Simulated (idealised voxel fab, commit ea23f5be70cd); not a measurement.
Process module name: voxel capacitor over wiring
180 nm wide, 5 nm square cells: that's cross-section cut.
Square cells in a grid make up a cross-section in this document, and the grid is given as bands, listed from the top down, each one or more rows of cells.
Per band: top height and bottom height in nm, followed by the left-to-right materials and their widths in nm; "edge to edge" marks a single material spanning edge to edge, "empty" marks empty space.
It should be noted that heights are counted from 0, beneath which the wafer as supplied is of one material throughout, and that the lowest band possesses no lower boundary but continues downward, as written in "from 0 down".
Top row gets the first number, bottom row gets the second, and each row in between changes by the same step: that is how a band width like "30 to 40" works.
Where a step carries "remained unchanged", the cross-section came out of it unchanged, cell for cell.
The entry "Sealed internal cavities" lists the empty spaces that cover at least 8 cells and have no open path to the top. Each is written as width x height at distance, where the distance is measured from the left edge and all three values are in nm.
Anything after a step's settings on that line? It's the simulator's own note about the step.
overlay nm: right-of-plan distance of the mask on a masked step; negative values mean left-of-plan.
Each pair below shows a cross-section before one step and the cross-section after it, down to the lowest band that changed. The line under each pair gives the step between them, with its settings. The pairs can come from different runs of this module on the same starting wafer, so a pair continues from the pair above only where its "State before" says so.

**State before**
  from 75 to 65  45 of aC  15 of empty  120 of aC
  from 65 to 45  lowk edge to edge
  from 45 to 40  SiCN edge to edge
  from 40 to 25  40 of W  5 of SiCN  10 of SiO2  5 of SiCN  55 of W  5 of SiCN  10 of SiO2  5 of SiCN  45 of W
  from 25 to 20  40 of W  20 of SiCN  55 of W  20 of SiCN  45 of W
  from 20 to 15  TiN edge to edge
  from 15 to 0  SiO2 edge to edge
  from 0 down  Si edge to edge
  Sealed internal cavities: none

**Post-Step Cross-Section**
  from 75 to 65  45 of aC  15 of empty  120 of aC
  from 65 to 45  45 of lowk  15 of empty  120 of lowk
  Anything lower than 45 is untouched.
  Sealed internal cavities: none
What sits between those two cross-sections? DIRECTIONAL_ETCH [etch materials lowk] [depth nm 20]

State before: see the after view in the pair directly above.

**Post-Step Cross-Section**
  from 75 to 65  45 of aC  15 of empty  120 of aC
  from 65 to 45  45 of lowk  15 of empty  120 of lowk
  from 45 to 40  45 of SiCN  15 of empty  120 of SiCN
  Anything lower than 40 is untouched.
  Sealed internal cavities: none
What sits between those two cross-sections? DIRECTIONAL_ETCH [etch materials SiCN] [depth nm 5]

State before: see the after view in the pair directly above.

**Post-Step Cross-Section**
  from 65 to 45  45 of lowk  15 of empty  120 of lowk
  Anything lower than 45 is untouched.
  Sealed internal cavities: none
What sits between those two cross-sections? STRIP [etch materials aC]

State before: see the after view in the pair directly above.

**Post-Step Cross-Section**
  from 70 to 65  50 of TiN  5 of empty  125 of TiN
  from 65 to 45  45 of lowk  5 of TiN  5 of empty  5 of TiN  120 of lowk
  from 45 to 40  45 of SiCN  15 of TiN  120 of SiCN
  Anything lower than 40 is untouched.
  Sealed internal cavities: none
What sits between those two cross-sections? CONFORMAL_DEP [material TiN] [thk nm 5]

State before: see the after view in the pair directly above.

**Post-Step Cross-Section**
  from 75 to 70  Ru edge to edge
  from 70 to 65  50 of TiN  5 of Ru  125 of TiN
  from 65 to 45  45 of lowk  5 of TiN  5 of Ru  5 of TiN  120 of lowk
  Anything lower than 45 is untouched.
  Sealed internal cavities: none
What sits between those two cross-sections? FILL_DEP [material Ru] [thk nm 5]

State before: see the after view in the pair directly above.

**Post-Step Cross-Section**
  from 65 to 45  45 of lowk  5 of TiN  5 of Ru  5 of TiN  120 of lowk
  Anything lower than 45 is untouched.
  Sealed internal cavities: none
What sits between those two cross-sections? CMP [height nm 65]

State before: see the after view in the pair directly above.

**Post-Step Cross-Section**
  from 70 to 65  TiN edge to edge
  Anything lower than 65 is untouched.
  Sealed internal cavities: none
What sits between those two cross-sections? DIRECTIONAL_DEP [material TiN] [thk nm 5]

State before: see the after view in the pair directly above.

**Post-Step Cross-Section**
  from 75 to 70  HfO2 edge to edge
  Anything lower than 70 is untouched.
  Sealed internal cavities: none
What sits between those two cross-sections? DIRECTIONAL_DEP [material HfO2] [thk nm 5]

State before: see the after view in the pair directly above.

**Post-Step Cross-Section**
  from 80 to 75  TiN edge to edge
  Anything lower than 75 is untouched.
  Sealed internal cavities: none
What sits between those two cross-sections? DIRECTIONAL_DEP [material TiN] [thk nm 5]

State before: see the after view in the pair directly above.

**Post-Step Cross-Section**
  from 80 to 75  45 of empty  60 of TiN  75 of empty
  Anything lower than 75 is untouched.
  Sealed internal cavities: none
What sits between those two cross-sections? MASKED_ETCH [tone cover] [mask id UPPER_PLATE] [width nm 60] [etch materials TiN] [depth nm 5] [overlay nm 0]

State before: see the after view in the pair directly above.

**Post-Step Cross-Section**
  from 80 to 75  45 of empty  60 of TiN  75 of empty
  from 75 to 70  45 of empty  60 of HfO2  75 of empty
  Anything lower than 70 is untouched.
  Sealed internal cavities: none
What sits between those two cross-sections? MASKED_ETCH [tone cover] [mask id UPPER_PLATE] [width nm 60] [etch materials HfO2] [depth nm 5] [overlay nm 0]

State before: see the after view in the pair directly above.

**Post-Step Cross-Section**
  from 80 to 75  45 of empty  60 of TiN  75 of empty
  from 75 to 70  45 of empty  60 of HfO2  75 of empty
  from 70 to 65  40 of empty  70 of TiN  70 of empty
  Anything lower than 65 is untouched.
  Sealed internal cavities: none
What sits between those two cross-sections? MASKED_ETCH [tone cover] [mask id LOWER_PLATE] [width nm 70] [etch materials TiN] [depth nm 5] [overlay nm 0]

State before: see the after view in the pair directly above.

**Post-Step Cross-Section**
  from 100 to 80  SiO2 edge to edge
  from 80 to 75  45 of SiO2  60 of TiN  75 of SiO2
  from 75 to 70  45 of SiO2  60 of HfO2  75 of SiO2
  from 70 to 65  40 of SiO2  70 of TiN  70 of SiO2
  Anything lower than 65 is untouched.
  Sealed internal cavities: none
What sits between those two cross-sections? FILL_DEP [material SiO2] [thk nm 20]

State before: see the after view in the pair directly above.

**Post-Step Cross-Section**
  from 95 to 80  SiO2 edge to edge
  Anything lower than 80 is untouched.
  Sealed internal cavities: none
What sits between those two cross-sections? CMP [height nm 95]

State before: see the after view in the pair directly above.

**Post-Step Cross-Section**
  from 115 to 95  55 of resist  15 of empty  110 of resist
  Anything lower than 95 is untouched.
  Sealed internal cavities: none
What sits between those two cross-sections? PATTERN [tone open] [mask id PLUG_2] [material resist] [width nm 15] [thk nm 20] [overlay nm 0]

State before: see the after view in the pair directly above.

**Post-Step Cross-Section**
  from 115 to 95  55 of resist  15 of empty  110 of resist
  from 95 to 80  55 of SiO2  15 of empty  110 of SiO2
  Anything lower than 80 is untouched.
  Sealed internal cavities: none
What sits between those two cross-sections? DIRECTIONAL_ETCH [etch materials SiO2] [depth nm 15]

State before: see the after view in the pair directly above.

**Post-Step Cross-Section**
  from 95 to 80  55 of SiO2  15 of empty  110 of SiO2
  Anything lower than 80 is untouched.
  Sealed internal cavities: none
What sits between those two cross-sections? STRIP [etch materials resist]

State before: see the after view in the pair directly above.

**Post-Step Cross-Section**
  from 100 to 95  60 of TiN  5 of empty  115 of TiN
  from 95 to 85  55 of SiO2  5 of TiN  5 of empty  5 of TiN  110 of SiO2
  from 85 to 75  55 to 45 of SiO2  15 to 60 of TiN  110 to 75 of SiO2
  Anything lower than 75 is untouched.
  Sealed internal cavities: none
What sits between those two cross-sections? CONFORMAL_DEP [material TiN] [thk nm 5]

State before: see the after view in the pair directly above.

**Post-Step Cross-Section**
  from 110 to 100  Ru edge to edge
  from 100 to 95  60 of TiN  5 of Ru  115 of TiN
  from 95 to 85  55 of SiO2  5 of TiN  5 of Ru  5 of TiN  110 of SiO2
  Anything lower than 85 is untouched.
  Sealed internal cavities: none
What sits between those two cross-sections? FILL_DEP [material Ru] [thk nm 10]

State before: see the after view in the pair directly above.

**Post-Step Cross-Section**
  from 95 to 85  55 of SiO2  5 of TiN  5 of Ru  5 of TiN  110 of SiO2
  Anything lower than 85 is untouched.
  Sealed internal cavities: none
What sits between those two cross-sections? CMP [height nm 95]

State before: see the after view in the pair directly above.

**Post-Step Cross-Section**
  from 100 to 95  SiN edge to edge
  Anything lower than 95 is untouched.
  Sealed internal cavities: none
What sits between those two cross-sections? CONFORMAL_DEP [material SiN] [thk nm 5]
